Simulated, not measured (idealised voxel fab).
Title: Process Module voxel plated lines
The cross-section shown here is cut; it is 265 nm wide and divided into square cells measuring 5 nm on a side.
Just so we're on the same page, the cross-sections are grids of square cells, and they're listed out in bands top to bottom, each band one or more rows deep.
What a band's entry tells you: where the top is and where the bottom is, as heights in nm, and after that what lies inside, material by material from left to right, each with its width in nm. Empty space is written as the word "empty", and a single material marked with the word "everywhere" occupies the band from edge to edge.
We count height from 0. Below that, the starting wafer is all one material. The lowest band never ends at the bottom but goes on down; see "0 -> down" for how that is written.
A two-number width, for instance "30..40", indicates that the width is equal to the first number in the top row of the band and to the second number in the bottom row, and that it changes by a constant amount per row of cells.
"nothing different" means the step left every cell of the cross-section as it was.
"Sealed voids" means: voids of 8 cells or more that are shut off from the top with no open way through. Written width x height at distance, distance from the left edge, in nm.
Whatever follows a step's settings on its line is a remark the simulator itself makes about that step.
The setting "overlay nm" may be written on the line of a step. When the step uses a mask, the value reports how far to the right of the planned place the mask lay, and a negative value reports that it lay to the left.

### List of planned process steps
1 RECEIVE [material Si]
2 CONFORMAL_DEP [material SiN] [thk nm 10]
3 DIRECTIONAL_DEP [material TiN] [thk nm 5]
4 PATTERN [tone open] [mask id LINES] [material resist] [width nm 25] [pitch nm 50] [thk nm 15] [overlay nm 0]
5 EPI [material Ru] [thk nm 10]
6 STRIP [etch materials resist]
7 DIRECTIONAL_ETCH [etch materials TiN] [depth nm 5]
8 CONFORMAL_DEP [material SiO2] [thk nm 10]

### First of two wafers, processed according to plan

### Cross-section of the wafer at receipt, which is the condition after step 1
> 0 -> down: Si everywhere
> Sealed voids: none

### Step 2 done - wafer cross-section
> 10 -> 0: SiN everywhere
> Under the height 0 nothing was changed.

### Step 3 done - wafer cross-section
> 15 -> 10: TiN everywhere
> Under the height 10 nothing was changed.

### Step 4 done - wafer cross-section
> 30 -> 15: 70 nm resist / 25 nm empty / 25 nm resist / 25 nm empty / 25 nm resist / 25 nm empty / 70 nm resist
> Under the height 15 nothing was changed.

### Step 5 done - wafer cross-section
> 30 -> 25: 70 nm resist / 25 nm empty / 25 nm resist / 25 nm empty / 25 nm resist / 25 nm empty / 70 nm resist
> 25 -> 15: 70 nm resist / 25 nm Ru / 25 nm resist / 25 nm Ru / 25 nm resist / 25 nm Ru / 70 nm resist
> Under the height 15 nothing was changed.

### Step 6 done - wafer cross-section
> 25 -> 15: 70 nm empty / 25 nm Ru / 25 nm empty / 25 nm Ru / 25 nm empty / 25 nm Ru / 70 nm empty
> Under the height 15 nothing was changed.

### Step 7 done - wafer cross-section
> 25 -> 15: 70 nm empty / 25 nm Ru / 25 nm empty / 25 nm Ru / 25 nm empty / 25 nm Ru / 70 nm empty
> 15 -> 10: 70 nm empty / 25 nm TiN / 25 nm empty / 25 nm TiN / 25 nm empty / 25 nm TiN / 70 nm empty
> Under the height 10 nothing was changed.

### Step 8 done - wafer cross-section
> 35 -> 25: 60 nm empty / 45 nm SiO2 / 5 nm empty / 45 nm SiO2 / 5 nm empty / 45 nm SiO2 / 60 nm empty
> 25 -> 20: 60 nm empty / 10 nm SiO2 / 25 nm Ru / 10 nm SiO2 / 5 nm empty / 10 nm SiO2 / 25 nm Ru / 10 nm SiO2 / 5 nm empty / 10 nm SiO2 / 25 nm Ru / 10 nm SiO2 / 60 nm empty
> 20 -> 15: 70 nm SiO2 / 25 nm Ru / 25 nm SiO2 / 25 nm Ru / 25 nm SiO2 / 25 nm Ru / 70 nm SiO2
> 15 -> 10: 70 nm SiO2 / 25 nm TiN / 25 nm SiO2 / 25 nm TiN / 25 nm SiO2 / 25 nm TiN / 70 nm SiO2
> Under the height 10 nothing was changed.

### Wafer two of the pair: same origin, same plan, one error during the run; identical to wafer one up to and including step 2

### Cross-sectional representation of the second wafer at the time designated in the plan for the completion of step 3
> 15 -> 10: Ru everywhere
> Under the height 10 nothing was changed.

### Cross-sectional representation of the second wafer at the time designated in the plan for the completion of step 4
> 30 -> 15: 70 nm resist / 25 nm empty / 25 nm resist / 25 nm empty / 25 nm resist / 25 nm empty / 70 nm resist
> Under the height 15 nothing was changed.

### Cross-sectional representation of the second wafer at the time designated in the plan for the completion of step 5
> 30 -> 25: 70 nm resist / 25 nm empty / 25 nm resist / 25 nm empty / 25 nm resist / 25 nm empty / 70 nm resist
> 25 -> 15: 70 nm resist / 25 nm Ru / 25 nm resist / 25 nm Ru / 25 nm resist / 25 nm Ru / 70 nm resist
> Under the height 15 nothing was changed.

### Cross-sectional representation of the second wafer at the time designated in the plan for the completion of step 6
> 25 -> 15: 70 nm empty / 25 nm Ru / 25 nm empty / 25 nm Ru / 25 nm empty / 25 nm Ru / 70 nm empty
> Under the height 15 nothing was changed.

Cross-sectional representation of the second wafer at the time designated in the plan for the completion of step 7: nothing different

### Cross-sectional representation of the second wafer at the time designated in the plan for the completion of step 8
> 35 -> 25: 60 nm empty / 45 nm SiO2 / 5 nm empty / 45 nm SiO2 / 5 nm empty / 45 nm SiO2 / 60 nm empty
> 25 -> 15: 70 nm SiO2 / 25 nm Ru / 25 nm SiO2 / 25 nm Ru / 25 nm SiO2 / 25 nm Ru / 70 nm SiO2
> Under the height 15 nothing was changed.
What was done differently from what was planned? step 3 did not happen as planned, as run it was DIRECTIONAL_DEP [material Ru] [thk nm 5]
Wrapping up, a cell-based count of both wafers puts the second over or under the first for these materials: Ru: 53 more | SiO2: 12 fewer | TiN: 15 fewer
